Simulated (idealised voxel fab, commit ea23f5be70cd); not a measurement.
This section sets out a process module, namely voxel tone inversion.
In the cross-section labelled cut, the width is 155 nm and each square cell is 5 nm.
Reading order for cross-sections: top band down to bottom band. Underlying form: a grid of square cells. Band size: one or more rows of cells. Band: top height; bottom height; in nm. Then, left to right: material with width in nm, for each material. "all across": a single material spanning edge to edge. "air": empty space. The reference from which all heights are counted is 0, the level beneath which the as-received wafer is entirely one material; the lowest band, having no lower bound, proceeds downward and is written after the example "0 and below". A width such as "30->40" changes by the same amount from each row of cells to the next, from the band's top row to its bottom row. Key: "no modification" - step with no changed cell in the cross-section. The entry "Unvented cavities" lists the empty spaces that cover at least 8 cells and have no open path to the top. Each is written as width x height at distance, where the distance is measured from the left edge and all three values are in nm. Post-settings text on a step line: simulator's own remark regarding the step. overlay nm: for a step with a mask, the amount by which the mask lay right of where it was planned; a negative amount means left of it.

### This section lists the process steps that were planned
1. RECEIVE: material Si
2. CONFORMAL_DEP: material SiN, thk nm 5
3. DIRECTIONAL_DEP: material polySi, thk nm 15
4. PATTERN: tone cover, mask id POSTS, material resist, width nm 25, pitch nm 55, thk nm 20, overlay nm 0
5. DIRECTIONAL_ETCH: etch materials polySi, depth nm 15
6. STRIP: etch materials resist
7. FILL_DEP: material lowk, thk nm 5
8. CMP: height nm 20
9. STRIP: etch materials polySi
10. CONFORMAL_DEP: material TiN, thk nm 5
11. FILL_DEP: material Ru, thk nm 10
12. CMP: height nm 20
13. CONFORMAL_DEP: material SiN, thk nm 5

### First of two wafers, processed according to plan

### Shown in cross-section is the wafer as received, that is, as it stands after step 1
  0 and below  Si all across
  Unvented cavities: none

### Cross-section through the wafer, step 2 finished
  5 down to 0  SiN all across
  Under 0: no change, same as before.

### Cross-section through the wafer, step 3 finished
  20 down to 5  polySi all across
  Under 5: no change, same as before.

### Cross-section through the wafer, step 4 finished
  40 down to 20  air: 35 | resist: 25 | air: 30 | resist: 25 | air: 40
  Under 20: no change, same as before.

### Cross-section through the wafer, step 5 finished
  40 down to 20  air: 35 | resist: 25 | air: 30 | resist: 25 | air: 40
  20 down to 5  air: 35 | polySi: 25 | air: 30 | polySi: 25 | air: 40
  Under 5: no change, same as before.

### Cross-section through the wafer, step 6 finished
  20 down to 5  air: 35 | polySi: 25 | air: 30 | polySi: 25 | air: 40
  Under 5: no change, same as before.

### Cross-section through the wafer, step 7 finished
  25 down to 20  lowk all across
  20 down to 5  lowk: 35 | polySi: 25 | lowk: 30 | polySi: 25 | lowk: 40
  Under 5: no change, same as before.

### Cross-section through the wafer, step 8 finished
  20 down to 5  lowk: 35 | polySi: 25 | lowk: 30 | polySi: 25 | lowk: 40
  Under 5: no change, same as before.

### Cross-section through the wafer, step 9 finished
  20 down to 5  lowk: 35 | air: 25 | lowk: 30 | air: 25 | lowk: 40
  Under 5: no change, same as before.

### Cross-section through the wafer, step 10 finished
  25 down to 20  TiN: 40 | air: 15 | TiN: 40 | air: 15 | TiN: 45
  20 down to 10  lowk: 35 | TiN: 5 | air: 15 | TiN: 5 | lowk: 30 | TiN: 5 | air: 15 | TiN: 5 | lowk: 40
  10 down to 5  lowk: 35 | TiN: 25 | lowk: 30 | TiN: 25 | lowk: 40
  Under 5: no change, same as before.

### Cross-section through the wafer, step 11 finished
  35 down to 25  Ru all across
  25 down to 20  TiN: 40 | Ru: 15 | TiN: 40 | Ru: 15 | TiN: 45
  20 down to 10  lowk: 35 | TiN: 5 | Ru: 15 | TiN: 5 | lowk: 30 | TiN: 5 | Ru: 15 | TiN: 5 | lowk: 40
  Under 10: no change, same as before.

### Cross-section through the wafer, step 12 finished
  20 down to 10  lowk: 35 | TiN: 5 | Ru: 15 | TiN: 5 | lowk: 30 | TiN: 5 | Ru: 15 | TiN: 5 | lowk: 40
  Under 10: no change, same as before.

### Cross-section through the wafer, step 13 finished
  25 down to 20  SiN all across
  Under 20: no change, same as before.

### Regarding the second of the two wafers: it shared the first wafer's starting condition and process plan, yet one error occurred during its execution. Its history coincides with that of the first wafer up to and including step 1

Look at the second wafer in cross-section at the time step 2 ought to have finished: no modification

### Look at the second wafer in cross-section at the time step 3 ought to have finished
  15 down to 0  polySi all across
  Under 0: no change, same as before.

### Look at the second wafer in cross-section at the time step 4 ought to have finished
  35 down to 15  air: 35 | resist: 25 | air: 30 | resist: 25 | air: 40
  Under 15: no change, same as before.

### Look at the second wafer in cross-section at the time step 5 ought to have finished
  35 down to 15  air: 35 | resist: 25 | air: 30 | resist: 25 | air: 40
  15 down to 0  air: 35 | polySi: 25 | air: 30 | polySi: 25 | air: 40
  Under 0: no change, same as before.

### Look at the second wafer in cross-section at the time step 6 ought to have finished
  15 down to 0  air: 35 | polySi: 25 | air: 30 | polySi: 25 | air: 40
  Under 0: no change, same as before.

### Look at the second wafer in cross-section at the time step 7 ought to have finished
  20 down to 15  lowk all across
  15 down to 0  lowk: 35 | polySi: 25 | lowk: 30 | polySi: 25 | lowk: 40
  Under 0: no change, same as before.

Look at the second wafer in cross-section at the time step 8 ought to have finished: no modification

Look at the second wafer in cross-section at the time step 9 ought to have finished: no modification

### Look at the second wafer in cross-section at the time step 10 ought to have finished
  25 down to 20  TiN all across
  Under 20: no change, same as before.

### Look at the second wafer in cross-section at the time step 11 ought to have finished
  35 down to 25  Ru all across
  Under 25: no change, same as before.

### Look at the second wafer in cross-section at the time step 12 ought to have finished
  20 down to 15  lowk all across
  Under 15: no change, same as before.

### Look at the second wafer in cross-section at the time step 13 ought to have finished
  25 down to 20  SiN all across
  Under 20: no change, same as before.
What went wrong in running the wafer? with respect to the plan, step 2 was omitted and not executed
Final cells, second wafer relative to first, materials higher or lower: 12 fewer of Ru | 31 fewer of SiN | 18 fewer of TiN | 31 more of lowk | 30 more of polySi
